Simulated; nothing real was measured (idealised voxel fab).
This is a process module. Its name is voxel transistor to metal.
Cross-section cut: width 290 nm, square cells of 5 nm.
Cross-section format: a grid of square cells, given as bands from top to bottom; each band is one or more rows of cells. Band: top height; bottom height; in nm. Then, left to right: material with width in nm, for each material. "full width": a single material spanning edge to edge. "blank": empty space. Height is counted from the level 0, under which the received wafer is composed throughout of one material. The lowest of the bands is not closed at the bottom but continues downward, in the notation "top 0, no bottom". Think of "30..40" as a width that walks from the first number to the second as you go down the band, top row to bottom row, taking equal-sized steps from row to row. "no alterations made" -> step changed no cross-section cell. "Sealed void listing" enumerates empty spaces isolated from the top, with no open way to it, that contain at least 8 cells, giving each as width x height at distance from the left edge, all three in nm. What comes after the settings on a step's line is commentary from the simulator itself on that step. Steps that use a mask can have "overlay nm" on their line. It says how far the mask sat to the right of where it was meant to be. Negative means to the left.

**Steps in the process plan**
1 RECEIVE, material Si
2 OXIDIZE, depth nm 5
3 CONFORMAL_DEP, material SiN, thk nm 10
4 MASKED_ETCH, tone cover, mask id ACTIVE, width nm 95, pitch nm 115, etch materials SiN, depth nm 10, overlay nm 0
5 MASKED_ETCH, tone cover, mask id ACTIVE, width nm 95, pitch nm 115, etch materials SiO2, depth nm 5, overlay nm 0
6 MASKED_ETCH, tone cover, mask id ACTIVE, width nm 95, pitch nm 115, etch materials Si, depth nm 35, overlay nm 0
7 FILL_DEP, material SiO2, thk nm 10
8 CMP, height nm 10
9 SELECTIVE_ETCH, etch materials SiO2, depth nm 5
10 STRIP, etch materials SiN
11 SELECTIVE_ETCH, etch materials SiO2, depth nm 5
12 OXIDIZE, depth nm 5
13 DIRECTIONAL_DEP, material polySi, thk nm 20
14 DIRECTIONAL_DEP, material SiCN, thk nm 10
15 MASKED_ETCH, tone cover, mask id GATE, width nm 15, pitch nm 115, etch materials SiCN, depth nm 20, overlay nm 0
16 MASKED_ETCH, tone cover, mask id GATE, width nm 15, pitch nm 115, etch materials polySi, depth nm 30, overlay nm 0
17 CONFORMAL_DEP, material SiO2, thk nm 5
18 DIRECTIONAL_ETCH, etch materials SiO2, depth nm 5
19 CONFORMAL_DEP, material SiN, thk nm 10
20 DIRECTIONAL_ETCH, etch materials SiN, depth nm 10
21 DIRECTIONAL_ETCH, etch materials SiO2, depth nm 5
22 DIRECTIONAL_ETCH, etch materials Si, depth nm 10
23 EPI, material nSi, thk nm 10
24 FILL_DEP, material SiO2, thk nm 10
25 CMP, height nm 25
26 DIRECTIONAL_DEP, material SiO2, thk nm 15
27 PATTERN, tone open, mask id CONTACT, material resist, width nm 20, thk nm 15, overlay nm 0
28 DIRECTIONAL_ETCH, etch materials SiO2, depth nm 40
29 STRIP, etch materials resist
30 CONFORMAL_DEP, material TiN, thk nm 5
31 FILL_DEP, material W, thk nm 10
32 CMP, height nm 40
33 CONFORMAL_DEP, material SiN, thk nm 5
34 DIRECTIONAL_DEP, material lowk, thk nm 20
35 DIRECTIONAL_DEP, material aC, thk nm 10
36 PATTERN, tone open, mask id METAL_1, material resist, width nm 20, thk nm 25, overlay nm 0
37 DIRECTIONAL_ETCH, etch materials aC, depth nm 10
38 STRIP, etch materials resist
39 DIRECTIONAL_ETCH, etch materials lowk, depth nm 20
40 DIRECTIONAL_ETCH, etch materials SiN, depth nm 5
41 STRIP, etch materials aC
42 CONFORMAL_DEP, material TiN, thk nm 5
43 FILL_DEP, material Cu, thk nm 5
44 CMP, height nm 65
45 CONFORMAL_DEP, material SiCN, thk nm 5
46 DIRECTIONAL_DEP, material lowk, thk nm 30
47 DIRECTIONAL_DEP, material aC, thk nm 15
48 PATTERN, tone open, mask id METAL_2, material resist, width nm 20, pitch nm 115, thk nm 35, overlay nm 0
49 DIRECTIONAL_ETCH, etch materials aC, depth nm 15
50 STRIP, etch materials resist
51 DIRECTIONAL_ETCH, etch materials lowk, depth nm 20
52 STRIP, etch materials aC
53 MASKED_ETCH, tone open, mask id METAL_2_HOLES, width nm 15, pitch nm 115, etch materials lowk, depth nm 10, overlay nm 0
54 MASKED_ETCH, tone open, mask id METAL_2_HOLES, width nm 15, pitch nm 115, etch materials SiCN, depth nm 5, overlay nm 0
55 CONFORMAL_DEP, material TiN, thk nm 5
56 FILL_DEP, material Cu, thk nm 5
57 CMP, height nm 100
58 CONFORMAL_DEP, material SiCN, thk nm 5

**Step 1 complete: cross-section of the wafer as received**
    top 0, no bottom | Si full width
    Sealed void listing: none

**The module was run from the start shown above using the plan shown above, but one mistake was made doing it; the resulting wafer cross-section is below**
    top 105, bottom 100 | SiCN full width
    top 100, bottom 85 | lowk=45 / TiN=5 / Cu=10 / TiN=5 / lowk=95 / TiN=5 / Cu=10 / TiN=5 / lowk=110
    top 85, bottom 80 | lowk=45 / TiN=5 / Cu=5 / TiN=10 / lowk=95 / TiN=5 / Cu=5 / TiN=10 / lowk=110
    top 80, bottom 70 | lowk=45 / TiN=5 / Cu=5 / TiN=5 / lowk=100 / TiN=5 / Cu=5 / TiN=5 / lowk=115
    top 70, bottom 65 | SiCN=45 / TiN=15 / SiCN=100 / TiN=15 / SiCN=115
    top 65, bottom 45 | lowk=45 / TiN=5 / Cu=10 / TiN=5 / lowk=45 / TiN=5 / Cu=10 / TiN=5 / lowk=30 / TiN=5 / Cu=10 / TiN=5 / lowk=45 / TiN=5 / Cu=10 / TiN=5 / lowk=45
    top 45, bottom 40 | SiN=45 / TiN=20 / SiN=45 / TiN=20 / SiN=30 / TiN=20 / SiN=45 / TiN=20 / SiN=45
    top 40, bottom 25 | SiO2=45 / TiN=5 / W=10 / TiN=5 / SiO2=45 / TiN=5 / W=10 / TiN=5 / SiO2=30 / TiN=5 / W=10 / TiN=5 / SiO2=45 / TiN=5 / W=10 / TiN=5 / SiO2=45
    top 25, bottom 20 | SiO2=45 / TiN=5 / W=10 / TiN=5 / SiN=10 / SiO2=5 / SiCN=15 / SiO2=5 / SiN=10 / TiN=5 / W=10 / TiN=5 / SiO2=30 / TiN=5 / W=10 / TiN=5 / SiN=10 / SiO2=5 / SiCN=15 / SiO2=5 / SiN=10 / TiN=5 / W=10 / TiN=5 / SiO2=45
    top 20, bottom 15 | SiO2=45 / TiN=5 / W=10 / TiN=5 / SiN=10 / SiO2=5 / SiCN=15 / SiO2=5 / SiN=10 / TiN=20 / SiO2=30 / TiN=5 / W=10 / TiN=5 / SiN=10 / SiO2=5 / SiCN=15 / SiO2=5 / SiN=10 / TiN=20 / SiO2=45
    top 15, bottom 5 | SiO2=45 / TiN=5 / W=10 / TiN=5 / SiN=10 / SiO2=5 / polySi=25 / SiO2=5 / SiN=10 / TiN=10 / SiO2=30 / TiN=5 / W=10 / TiN=5 / SiN=10 / SiO2=5 / polySi=25 / SiO2=5 / SiN=10 / TiN=10 / SiO2=45
    top 5, bottom 0 | SiO2=45 / TiN=20 / SiN=10 / SiO2=5 / polySi=25 / SiO2=5 / SiN=10 / TiN=10 / SiO2=30 / TiN=20 / SiN=10 / SiO2=5 / polySi=25 / SiO2=5 / SiN=10 / TiN=10 / SiO2=45
    top 0, bottom -5 | SiO2=40 / SiN=10 / nSi=15 / SiN=10 / SiO2=5 / polySi=25 / SiO2=5 / SiN=10 / nSi=5 / SiN=10 / SiO2=20 / SiN=10 / nSi=15 / SiN=10 / SiO2=5 / polySi=25 / SiO2=5 / SiN=10 / nSi=5 / SiN=10 / SiO2=40
    top -5, bottom -10 | SiO2=50 / nSi=15 / SiO2=55 / nSi=5 / SiO2=40 / nSi=15 / SiO2=55 / nSi=5 / SiO2=50
    top -10, bottom -20 | SiO2=40 / Si=10 / nSi=15 / Si=55 / nSi=5 / Si=10 / SiO2=20 / Si=10 / nSi=15 / Si=55 / nSi=5 / Si=10 / SiO2=40
    top -20, bottom -40 | SiO2=40 / Si=95 / SiO2=20 / Si=95 / SiO2=40
    top -40, no bottom | Si full width
    Sealed void listing: none
Run error: step 16 did not happen as planned, as run it was MASKED_ETCH, tone cover, mask id GATE, width nm 15, pitch nm 115, etch materials polySi, depth nm 30, overlay nm 10
